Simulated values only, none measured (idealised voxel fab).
process module | voxel local oxidation
cross-section cut | 285 nm wide | cells 5 nm
A cross-section is a grid of square cells, given in bands from the top down. A band is one or more rows of cells.
Each band's line starts with the height of the band's top and of its bottom, in nm. Then come its materials from left to right, each with its width in nm. One material with "throughout" fills the band from edge to edge. "air" is empty space.
Height 0 is the level under which the wafer as received is all one material. The lowest band goes on downwards, as in "0 down".
A width such as "30 to 40" changes by the same amount from each row of cells to the next, from the band's top row to its bottom row.
"no change" after a step means that no cell of the cross-section changed.
closed voids: empty space of 8 cells or more with no open way to the top, each as width x height at its distance from the left edge, in nm
after a step's settings: what the simulator itself notes on the step
overlay nm, on a step with a mask: how far to the right of its planned place the mask lay; to the left if negative
plan
1 op RECEIVE | material Si
2 op CONFORMAL_DEP | material SiO2 | thk nm 5
3 op CONFORMAL_DEP | material SiN | thk nm 10
4 op MASKED_ETCH | tone cover | mask id ACTIVE | width nm 110 | etch materials SiN | depth nm 10 | overlay nm -15
5 op SELECTIVE_ETCH | etch materials SiO2 | depth nm 5
6 op OXIDIZE | depth nm 15
7 op STRIP | etch materials SiN
varied across the wafers: overlay nm of step 4. The plan shows the first wafer's value. All wafers start alike
first wafer as received, after step 1
  0 down: Si throughout
  closed voids: none
each wafer at the end: cells of each material gained (+) or lost (-) since it was received, then its closed voids
overlay nm -15 | -129 Si | +149 SiO2 | closed voids: none
overlay nm -10 | -129 Si | +149 SiO2 | closed voids: none
overlay nm -5 | -129 Si | +149 SiO2 | closed voids: none
overlay nm 0 | -129 Si | +149 SiO2 | closed voids: none
overlay nm 5 | -129 Si | +149 SiO2 | closed voids: none
overlay nm 10 | -129 Si | +149 SiO2 | closed voids: none
overlay nm 15 | -129 Si | +149 SiO2 | closed voids: none
